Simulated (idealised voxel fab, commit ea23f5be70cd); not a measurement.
process module | voxel wiring stack
cross-section cut | 265 nm wide | cells 5 nm
A cross-section is a grid of square cells, given in bands from the top down. A band is one or more rows of cells.
Each band's line starts with the height of the band's top and of its bottom, in nm. Then come its materials from left to right, each with its width in nm. One material with "throughout" fills the band from edge to edge. "air" is empty space.
Height 0 is the level under which the wafer as received is all one material. The lowest band goes on downwards, as in "0 down".
A width such as "30 to 40" changes by the same amount from each row of cells to the next, from the band's top row to its bottom row.
"no change" after a step means that no cell of the cross-section changed.
closed voids: empty space of 8 cells or more with no open way to the top, each as width x height at its distance from the left edge, in nm
after a step's settings: what the simulator itself notes on the step
overlay nm, on a step with a mask: how far to the right of its planned place the mask lay; to the left if negative
plan
1 op RECEIVE | material Si
2 op CONFORMAL_DEP | material SiO2 | thk nm 15
3 op DIRECTIONAL_DEP | material TiN | thk nm 5
4 op DIRECTIONAL_DEP | material Ru | thk nm 25
5 op MASKED_ETCH | tone cover | mask id METAL_1 | width nm 25 | pitch nm 45 | etch materials Ru | depth nm 25 | overlay nm 0
6 op MASKED_ETCH | tone cover | mask id METAL_1 | width nm 25 | pitch nm 45 | etch materials TiN | depth nm 5 | overlay nm 0
7 op CONFORMAL_DEP | material SiN | thk nm 5
8 op FILL_DEP | material SiO2 | thk nm 5
9 op CMP | height nm 45
10 op CONFORMAL_DEP | material SiCN | thk nm 5
11 op DIRECTIONAL_DEP | material lowk | thk nm 30
12 op MASKED_ETCH | tone open | mask id METAL_2 | width nm 25 | pitch nm 45 | etch materials lowk | depth nm 15 | overlay nm 0
13 op DIRECTIONAL_DEP | material aC | thk nm 10
14 op PATTERN | tone open | mask id METAL_2_HOLES | material resist | width nm 15 | pitch nm 45 | thk nm 30 | overlay nm 0
15 op DIRECTIONAL_ETCH | etch materials aC | depth nm 10
16 op STRIP | etch materials resist
17 op DIRECTIONAL_ETCH | etch materials lowk | depth nm 15
18 op DIRECTIONAL_ETCH | etch materials SiCN | depth nm 5
19 op STRIP | etch materials aC
20 op CONFORMAL_DEP | material TiN | thk nm 5
21 op FILL_DEP | material Cu | thk nm 5
22 op CMP | height nm 80
23 op CONFORMAL_DEP | material SiCN | thk nm 5
24 op DIRECTIONAL_DEP | material SiO2 | thk nm 25
25 op MASKED_ETCH | tone open | mask id METAL_3_HOLES | width nm 15 | pitch nm 45 | etch materials SiO2 | depth nm 25 | overlay nm 0
26 op DIRECTIONAL_DEP | material aC | thk nm 15
27 op PATTERN | tone open | mask id METAL_3 | material resist | width nm 25 | pitch nm 45 | thk nm 35 | overlay nm 0
28 op DIRECTIONAL_ETCH | etch materials aC | depth nm 15
29 op STRIP | etch materials resist
30 op DIRECTIONAL_ETCH | etch materials SiO2 | depth nm 15
31 op DIRECTIONAL_ETCH | etch materials SiCN | depth nm 5
32 op STRIP | etch materials aC
33 op CONFORMAL_DEP | material TiN | thk nm 5
34 op FILL_DEP | material Cu | thk nm 5
35 op CMP | height nm 110
36 op CONFORMAL_DEP | material SiCN | thk nm 5
37 op DIRECTIONAL_DEP | material lowk | thk nm 30
38 op MASKED_ETCH | tone open | mask id METAL_4 | width nm 25 | pitch nm 45 | etch materials lowk | depth nm 20 | overlay nm 0
39 op PATTERN | tone open | mask id METAL_4_HOLES | material resist | width nm 15 | pitch nm 45 | thk nm 15 | overlay nm 0
40 op DIRECTIONAL_ETCH | etch materials lowk | depth nm 10
41 op DIRECTIONAL_ETCH | etch materials SiCN | depth nm 5
42 op STRIP | etch materials resist
43 op CONFORMAL_DEP | material TiN | thk nm 5
44 op FILL_DEP | material Cu | thk nm 10
45 op CMP | height nm 145
46 op CONFORMAL_DEP | material SiN | thk nm 5
as received, after step 1
  0 down: Si throughout
  closed voids: none
first wafer at the end, as planned
  150 to 145: SiN throughout
  145 to 130: lowk 75 | TiN 5 | Cu 15 | TiN 5 | lowk 20 | TiN 5 | Cu 15 | TiN 5 | lowk 20 | TiN 5 | Cu 15 | TiN 5 | lowk 75
  130 to 125: lowk 75 | TiN 5 | Cu 5 | TiN 15 | lowk 20 | TiN 5 | Cu 5 | TiN 15 | lowk 20 | TiN 5 | Cu 5 | TiN 15 | lowk 75
  125 to 115: lowk 75 | TiN 5 | Cu 5 | TiN 5 | lowk 30 | TiN 5 | Cu 5 | TiN 5 | lowk 30 | TiN 5 | Cu 5 | TiN 5 | lowk 85
  115 to 110: SiCN 75 | TiN 15 | SiCN 30 | TiN 15 | SiCN 30 | TiN 15 | SiCN 85
  110 to 100: SiO2 75 | TiN 5 | Cu 15 | TiN 5 | SiO2 20 | TiN 5 | Cu 15 | TiN 5 | SiO2 20 | TiN 5 | Cu 15 | TiN 5 | SiO2 75
  100 to 95: SiO2 75 | TiN 5 | Cu 5 | TiN 15 | SiO2 20 | TiN 5 | Cu 5 | TiN 15 | SiO2 20 | TiN 5 | Cu 5 | TiN 15 | SiO2 75
  95 to 85: SiO2 75 | TiN 5 | Cu 5 | TiN 5 | SiO2 30 | TiN 5 | Cu 5 | TiN 5 | SiO2 30 | TiN 5 | Cu 5 | TiN 5 | SiO2 85
  85 to 80: SiCN 75 | TiN 15 | SiCN 30 | TiN 15 | SiCN 30 | TiN 15 | SiCN 85
  80 to 70: lowk 75 | TiN 5 | Cu 15 | TiN 5 | lowk 20 | TiN 5 | Cu 15 | TiN 5 | lowk 20 | TiN 5 | Cu 15 | TiN 5 | lowk 75
  70 to 65: lowk 75 | TiN 5 | Cu 5 | TiN 15 | lowk 20 | TiN 5 | Cu 5 | TiN 15 | lowk 20 | TiN 5 | Cu 5 | TiN 15 | lowk 75
  65 to 50: lowk 75 | TiN 5 | Cu 5 | TiN 5 | lowk 30 | TiN 5 | Cu 5 | TiN 5 | lowk 30 | TiN 5 | Cu 5 | TiN 5 | lowk 85
  50 to 45: SiCN 75 | TiN 15 | SiCN 30 | TiN 15 | SiCN 30 | TiN 15 | SiCN 85
  45 to 20: SiO2 70 | SiN 5 | Ru 25 | SiN 5 | SiO2 10 | SiN 5 | Ru 25 | SiN 5 | SiO2 10 | SiN 5 | Ru 25 | SiN 5 | SiO2 70
  20 to 15: SiN 75 | TiN 25 | SiN 20 | TiN 25 | SiN 20 | TiN 25 | SiN 75
  15 to 0: SiO2 throughout
  0 down: Si throughout
  closed voids: none
second wafer at the end: like start, like plan, one mistake
  150 to 145: SiN throughout
  145 to 130: lowk 75 | TiN 5 | Cu 15 | TiN 5 | lowk 20 | TiN 5 | Cu 15 | TiN 5 | lowk 20 | TiN 5 | Cu 15 | TiN 5 | lowk 75
  130 to 125: lowk 75 | TiN 5 | Cu 5 | TiN 15 | lowk 20 | TiN 5 | Cu 5 | TiN 15 | lowk 20 | TiN 5 | Cu 5 | TiN 15 | lowk 75
  125 to 115: lowk 75 | TiN 5 | Cu 5 | TiN 5 | lowk 30 | TiN 5 | Cu 5 | TiN 5 | lowk 30 | TiN 5 | Cu 5 | TiN 5 | lowk 85
  115 to 110: SiCN 75 | TiN 15 | SiCN 30 | TiN 15 | SiCN 30 | TiN 15 | SiCN 85
  110 to 85: TiN throughout
  85 to 80: SiCN throughout
  80 to 70: lowk 75 | TiN 5 | Cu 15 | TiN 5 | lowk 20 | TiN 5 | Cu 15 | TiN 5 | lowk 20 | TiN 5 | Cu 15 | TiN 5 | lowk 75
  70 to 65: lowk 75 | TiN 5 | Cu 5 | TiN 15 | lowk 20 | TiN 5 | Cu 5 | TiN 15 | lowk 20 | TiN 5 | Cu 5 | TiN 15 | lowk 75
  65 to 50: lowk 75 | TiN 5 | Cu 5 | TiN 5 | lowk 30 | TiN 5 | Cu 5 | TiN 5 | lowk 30 | TiN 5 | Cu 5 | TiN 5 | lowk 85
  50 to 45: SiCN 75 | TiN 15 | SiCN 30 | TiN 15 | SiCN 30 | TiN 15 | SiCN 85
  45 to 20: SiO2 70 | SiN 5 | Ru 25 | SiN 5 | SiO2 10 | SiN 5 | Ru 25 | SiN 5 | SiO2 10 | SiN 5 | Ru 25 | SiN 5 | SiO2 70
  20 to 15: SiN 75 | TiN 25 | SiN 20 | TiN 25 | SiN 20 | TiN 25 | SiN 75
  15 to 0: SiO2 throughout
  0 down: Si throughout
  closed voids: none
what went wrong: step 24 ran as: op DIRECTIONAL_DEP | material TiN | thk nm 25
at the end the second wafer has, in cells: 27 fewer of Cu | 9 more of SiCN | 202 fewer of SiO2 | 220 more of TiN
